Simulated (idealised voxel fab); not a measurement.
process module | voxel self aligned contacts
cross-section cut | 215 nm wide | cells 5 nm
A cross-section is a grid of square cells, given in bands from the top down. A band is one or more rows of cells.
Each band's line starts with the height of the band's top and of its bottom, in nm. Then come its materials from left to right, each with its width in nm. One material with "throughout" fills the band from edge to edge. "air" is empty space.
Height 0 is the level under which the wafer as received is all one material. The lowest band goes on downwards, as in "0 down".
A width such as "30 to 40" changes by the same amount from each row of cells to the next, from the band's top row to its bottom row.
"no change" after a step means that no cell of the cross-section changed.
closed voids: empty space of 8 cells or more with no open way to the top, each as width x height at its distance from the left edge, in nm
after a step's settings: what the simulator itself notes on the step
overlay nm, on a step with a mask: how far to the right of its planned place the mask lay; to the left if negative
plan
1 op RECEIVE | material Si
2 op OXIDIZE | depth nm 5
3 op DIRECTIONAL_DEP | material polySi | thk nm 30
4 op DIRECTIONAL_DEP | material SiN | thk nm 20
5 op DIRECTIONAL_DEP | material aC | thk nm 10
6 op PATTERN | tone cover | mask id GATE | material resist | width nm 25 | pitch nm 60 | thk nm 25 | overlay nm 0
7 op DIRECTIONAL_ETCH | etch materials aC | depth nm 10
8 op STRIP | etch materials resist
9 op DIRECTIONAL_ETCH | etch materials SiN | depth nm 20
10 op DIRECTIONAL_ETCH | etch materials polySi | depth nm 30
11 op STRIP | etch materials aC
12 op CONFORMAL_DEP | material SiN | thk nm 5
13 op DIRECTIONAL_ETCH | etch materials SiN | depth nm 5
14 op FILL_DEP | material SiO2 | thk nm 10
15 op CMP | height nm 55
16 op PATTERN | tone open | mask id CONTACT | material resist | width nm 45 | thk nm 15 | overlay nm 0
17 op DIRECTIONAL_ETCH | etch materials SiO2 | depth nm 60
18 op STRIP | etch materials resist
19 op CONFORMAL_DEP | material TiN | thk nm 5
20 op FILL_DEP | material Ru | thk nm 10
21 op CMP | height nm 55
22 op CONFORMAL_DEP | material SiN | thk nm 5
varied across the wafers: thk nm of step 12. The plan shows the first wafer's value. All wafers start alike
first wafer as received, after step 1
  0 down: Si throughout
  closed voids: none
first wafer at the end, after step 22
  60 to 55: SiN throughout
  55 to 50: SiO2 85 | TiN 15 | Ru 15 | TiN 15 | SiO2 85
  50 to 30: SiO2 60 | SiN 35 | TiN 5 | Ru 15 | TiN 5 | SiN 35 | SiO2 60
  30 to 0: SiO2 60 | SiN 5 | polySi 25 | SiN 5 | TiN 5 | Ru 15 | TiN 5 | SiN 5 | polySi 25 | SiN 5 | SiO2 60
  0 to -5: SiO2 95 | TiN 25 | SiO2 95
  -5 down: Si throughout
  closed voids: none
last wafer at the end
  60 to 55: SiN throughout
  55 to 30: SiO2 45 | SiN 125 | SiO2 45
  30 to 15: SiO2 45 | SiN 20 | polySi 25 | SiN 35 | polySi 25 | SiN 20 | SiO2 45
  15 to 0: SiN 65 | polySi 25 | SiN 35 | polySi 25 | SiN 65
  0 to -5: SiO2 throughout
  -5 down: Si throughout
  closed voids: none
each wafer at the end: cells of each material gained (+) or lost (-) since it was received, then its closed voids
thk nm 5 | +33 Ru | -43 Si | +123 SiN | +312 SiO2 | +31 TiN | +60 polySi | closed voids: none
thk nm 10 | +9 Ru | -43 Si | +206 SiN | +263 SiO2 | +21 TiN | +60 polySi | closed voids: none
thk nm 15 | -43 Si | +267 SiN | +223 SiO2 | +9 TiN | +60 polySi | closed voids: none
thk nm 20 | -43 Si | +312 SiN | +187 SiO2 | +60 polySi | closed voids: none
